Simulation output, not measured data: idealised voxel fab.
The document below concerns the process module designated voxel capacitor over wiring.
For reference, the cross-section in this document is cut, with width 160 nm and square cells of 5 nm.
Just so we're on the same page, the cross-sections are grids of square cells, and they're listed out in bands top to bottom, each band one or more rows deep. Look at the band entry: it leads with the top's height and the bottom's height in nm. Then it lists the materials left to right, with a width in nm for each. The word "full width" on a single material says that material fills the band edge to edge. The word "empty" is empty space. Measure heights from 0. That's the level where, below it, the as-received wafer is all one material. The lowest band is bottomless and extends downward; write it as in "from 0 down". The width entry "30 to 40" should be interpreted row by row: the top row of cells in the band takes the first number, the bottom row takes the second number, and the change between adjacent rows is uniform throughout. No cell of the cross-section changed in a step that is given as "no modifications". Basically, "Closed cavity list" tells you about the enclosed voids: empty spaces with no open way to the top, 8 cells or bigger, each written width x height at distance, where distance is from the left edge, all in nm. On a step's line, text after the settings is the simulator commenting on that step. overlay nm: on a step with a mask, how far right of its planned place the mask lay; negative means left. Each of the pairs that make up the rest of this document says: here is the cross-section before one process step, here is the cross-section after it, drawn only down to the lowest band that changed, and here, under the pair, is the step lying between them with its settings. Different pairs may come from different runs of this module on the same starting wafer, so a pair continues from the pair above it only where its entry headed "Geometry before processing" says so.
# Geometry before processing
- from 95 to 80: resist 40 nm | empty 15 nm | resist 105 nm
- from 80 to 70: SiO2 full width
- from 70 to 60: SiO2 30 nm | TiN 70 nm | SiO2 60 nm
- from 60 to 55: SiO2 30 nm | Al2O3 70 nm | SiO2 60 nm
- from 55 to 50: SiO2 25 nm | TiN 80 nm | SiO2 55 nm
- from 50 to 40: lowk 30 nm | Ru 15 nm | lowk 115 nm
- from 40 to 35: SiCN 30 nm | Ru 15 nm | SiCN 115 nm
- from 35 to 25: lowk 15 nm | TiN 5 nm | Ru 20 nm | TiN 5 nm | lowk 65 nm | TiN 5 nm | Ru 20 nm | TiN 5 nm | lowk 20 nm
- from 25 to 20: lowk 15 nm | TiN 30 nm | lowk 65 nm | TiN 30 nm | lowk 20 nm
- from 20 to 15: Cu full width
- from 15 to 0: SiO2 full width
- from 0 down: Si full width
- Closed cavity list: none
# As Processed
- from 95 to 80: resist 40 nm | empty 15 nm | resist 105 nm
- from 80 to 70: SiO2 40 nm | empty 15 nm | SiO2 105 nm
- Rest of section, below 70: as before.
- Closed cavity list: none
Can you say which step sits between the two cross-sections above? DIRECTIONAL_ETCH with etch materials SiO2, depth nm 10
Geometry before processing: the wafer arrives at this step looking as the after cross-section in the pair just above shows it.
# As Processed
- from 80 to 70: SiO2 40 nm | empty 15 nm | SiO2 105 nm
- Rest of section, below 70: as before.
- Closed cavity list: none
Can you say which step sits between the two cross-sections above? STRIP with etch materials resist
Geometry before processing: the wafer arrives at this step looking as the after cross-section in the pair just above shows it.
# As Processed
- from 85 to 80: TiN 45 nm | empty 5 nm | TiN 110 nm
- from 80 to 75: SiO2 40 nm | TiN 5 nm | empty 5 nm | TiN 5 nm | SiO2 105 nm
- from 75 to 70: SiO2 40 nm | TiN 15 nm | SiO2 105 nm
- Rest of section, below 70: as before.
- Closed cavity list: none
Can you say which step sits between the two cross-sections above? CONFORMAL_DEP with material TiN, thk nm 5
Geometry before processing: the wafer arrives at this step looking as the after cross-section in the pair just above shows it.
# As Processed
- from 95 to 85: Cu full width
- from 85 to 80: TiN 45 nm | Cu 5 nm | TiN 110 nm
- from 80 to 75: SiO2 40 nm | TiN 5 nm | Cu 5 nm | TiN 5 nm | SiO2 105 nm
- Rest of section, below 75: as before.
- Closed cavity list: none
Can you say which step sits between the two cross-sections above? FILL_DEP with material Cu, thk nm 10
Geometry before processing: the wafer arrives at this step looking as the after cross-section in the pair just above shows it.
# As Processed
- from 80 to 75: SiO2 40 nm | TiN 5 nm | Cu 5 nm | TiN 5 nm | SiO2 105 nm
- Rest of section, below 75: as before.
- Closed cavity list: none
Can you say which step sits between the two cross-sections above? CMP with height nm 80
Geometry before processing: the wafer arrives at this step looking as the after cross-section in the pair just above shows it.
# As Processed
- from 85 to 80: SiN full width
- Rest of section, below 80: as before.
- Closed cavity list: none
Can you say which step sits between the two cross-sections above? CONFORMAL_DEP with material SiN, thk nm 5
# Geometry before processing
- from 70 to 60: empty 30 nm | TiN 70 nm | empty 60 nm
- from 60 to 55: empty 30 nm | Al2O3 70 nm | empty 60 nm
- from 55 to 50: TiN full width
- from 50 to 40: lowk 30 nm | Ru 15 nm | lowk 115 nm
- from 40 to 35: SiCN 30 nm | Ru 15 nm | SiCN 115 nm
- from 35 to 20: lowk 15 nm | TiN 5 nm | Ru 20 nm | TiN 5 nm | lowk 65 nm | TiN 5 nm | Ru 20 nm | TiN 5 nm | lowk 20 nm
- from 20 to 15: SiCN 15 nm | TiN 30 nm | SiCN 65 nm | TiN 30 nm | SiCN 20 nm
- from 15 to 0: SiO2 full width
- from 0 down: Si full width
- Closed cavity list: none
# As Processed
- from 90 to 70: resist 25 nm | empty 80 nm | resist 55 nm
- from 70 to 60: resist 25 nm | empty 5 nm | TiN 70 nm | empty 5 nm | resist 55 nm
- from 60 to 55: resist 25 nm | empty 5 nm | Al2O3 70 nm | empty 5 nm | resist 55 nm
- Rest of section, below 55: as before.
- Closed cavity list: none
Can you say which step sits between the two cross-sections above? PATTERN with tone open, mask id LOWER_PLATE, material resist, width nm 80, thk nm 20, overlay nm 0
Geometry before processing: the wafer arrives at this step looking as the after cross-section in the pair just above shows it.
# As Processed
- from 90 to 65: resist 25 nm | empty 80 nm | resist 55 nm
- from 65 to 60: resist 25 nm | empty 5 nm | TiN 70 nm | empty 5 nm | resist 55 nm
- from 60 to 55: resist 25 nm | empty 5 nm | Al2O3 70 nm | empty 5 nm | resist 55 nm
- from 55 to 50: TiN 25 nm | empty 5 nm | TiN 70 nm | empty 5 nm | TiN 55 nm
- Rest of section, below 50: as before.
- Closed cavity list: none
Can you say which step sits between the two cross-sections above? DIRECTIONAL_ETCH with etch materials TiN, depth nm 5
Geometry before processing: the wafer arrives at this step looking as the after cross-section in the pair just above shows it.
# As Processed
- from 65 to 60: empty 30 nm | TiN 70 nm | empty 60 nm
- from 60 to 55: empty 30 nm | Al2O3 70 nm | empty 60 nm
- Rest of section, below 55: as before.
- Closed cavity list: none
Can you say which step sits between the two cross-sections above? STRIP with etch materials resist
Geometry before processing: the wafer arrives at this step looking as the after cross-section in the pair just above shows it.
# As Processed
- from 80 to 65: SiO2 full width
- from 65 to 60: SiO2 30 nm | TiN 70 nm | SiO2 60 nm
- from 60 to 55: SiO2 30 nm | Al2O3 70 nm | SiO2 60 nm
- from 55 to 50: TiN 25 nm | SiO2 5 nm | TiN 70 nm | SiO2 5 nm | TiN 55 nm
- Rest of section, below 50: as before.
- Closed cavity list: none
Can you say which step sits between the two cross-sections above? FILL_DEP with material SiO2, thk nm 15
Geometry before processing: the wafer arrives at this step looking as the after cross-section in the pair just above shows it.
# As Processed
- from 95 to 80: resist 40 nm | empty 15 nm | resist 105 nm
- Rest of section, below 80: as before.
- Closed cavity list: none
Can you say which step sits between the two cross-sections above? PATTERN with tone open, mask id PLUG_2, material resist, width nm 15, thk nm 15, overlay nm 0
Geometry before processing: the wafer arrives at this step looking as the after cross-section in the pair just above shows it.
# As Processed
- from 95 to 80: resist 40 nm | empty 15 nm | resist 105 nm
- from 80 to 70: SiO2 40 nm | empty 15 nm | SiO2 105 nm
- Rest of section, below 70: as before.
- Closed cavity list: none
Can you say which step sits between the two cross-sections above? DIRECTIONAL_ETCH with etch materials SiO2, depth nm 10
Geometry before processing: the wafer arrives at this step looking as the after cross-section in the pair just above shows it.
# As Processed
- from 80 to 70: SiO2 40 nm | empty 15 nm | SiO2 105 nm
- Rest of section, below 70: as before.
- Closed cavity list: none
Can you say which step sits between the two cross-sections above? STRIP with etch materials resist
Geometry before processing: the wafer arrives at this step looking as the after cross-section in the pair just above shows it.
# As Processed
- from 85 to 80: TiN 45 nm | empty 5 nm | TiN 110 nm
- from 80 to 75: SiO2 40 nm | TiN 5 nm | empty 5 nm | TiN 5 nm | SiO2 105 nm
- from 75 to 70: SiO2 40 nm | TiN 15 nm | SiO2 105 nm
- Rest of section, below 70: as before.
- Closed cavity list: none
Can you say which step sits between the two cross-sections above? CONFORMAL_DEP with material TiN, thk nm 5
Geometry before processing: the wafer arrives at this step looking as the after cross-section in the pair just above shows it.
# As Processed
- from 95 to 85: Cu full width
- from 85 to 80: TiN 45 nm | Cu 5 nm | TiN 110 nm
- from 80 to 75: SiO2 40 nm | TiN 5 nm | Cu 5 nm | TiN 5 nm | SiO2 105 nm
- Rest of section, below 75: as before.
- Closed cavity list: none
Can you say which step sits between the two cross-sections above? FILL_DEP with material Cu, thk nm 10
Geometry before processing: the wafer arrives at this step looking as the after cross-section in the pair just above shows it.
# As Processed
- from 80 to 75: SiO2 40 nm | TiN 5 nm | Cu 5 nm | TiN 5 nm | SiO2 105 nm
- Rest of section, below 75: as before.
- Closed cavity list: none
Can you say which step sits between the two cross-sections above? CMP with height nm 80
Geometry before processing: the wafer arrives at this step looking as the after cross-section in the pair just above shows it.
# As Processed
- from 85 to 80: SiN full width
- Rest of section, below 80: as before.
- Closed cavity list: none
Can you say which step sits between the two cross-sections above? CONFORMAL_DEP with material SiN, thk nm 5
